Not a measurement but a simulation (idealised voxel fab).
process module | voxel double patterning
cross-section cut | 230 nm wide | cells 5 nm
A cross-section is a grid of square cells, given in bands from the top down. A band is one or more rows of cells.
Each band's line starts with the height of the band's top and of its bottom, in nm. Then come its materials from left to right, each with its width in nm. One material with "throughout" fills the band from edge to edge. "air" is empty space.
Height 0 is the level under which the wafer as received is all one material. The lowest band goes on downwards, as in "0 down".
A width such as "30 to 40" changes by the same amount from each row of cells to the next, from the band's top row to its bottom row.
"no change" after a step means that no cell of the cross-section changed.
closed voids: empty space of 8 cells or more with no open way to the top, each as width x height at its distance from the left edge, in nm
after a step's settings: what the simulator itself notes on the step
overlay nm, on a step with a mask: how far to the right of its planned place the mask lay; to the left if negative
plan
1 op RECEIVE | material Si
2 op CONFORMAL_DEP | material SiO2 | thk nm 10
3 op DIRECTIONAL_DEP | material TiN | thk nm 15
4 op DIRECTIONAL_DEP | material SiCN | thk nm 5
5 op MASKED_ETCH | tone open | mask id FIRST | width nm 15 | pitch nm 50 | etch materials SiCN | depth nm 5 | overlay nm 0
6 op PATTERN | tone open | mask id SECOND | material resist | width nm 15 | pitch nm 50 | thk nm 15 | overlay nm 0
7 op DIRECTIONAL_ETCH | etch materials SiCN | depth nm 5
8 op STRIP | etch materials resist
9 op DIRECTIONAL_ETCH | etch materials TiN | depth nm 15
10 op STRIP | etch materials SiCN
varied across the wafers: width nm of step 6. The plan shows the first wafer's value. All wafers start alike
first wafer as received, after step 1
  0 down: Si throughout
  closed voids: none
each wafer at the end: cells of each material gained (+) or lost (-) since it was received, then its closed voids
width nm 15 | +92 SiO2 | +93 TiN | closed voids: none
width nm 20 | +92 SiO2 | +87 TiN | closed voids: none
width nm 25 | +92 SiO2 | +81 TiN | closed voids: none
width nm 30 | +92 SiO2 | +75 TiN | closed voids: none
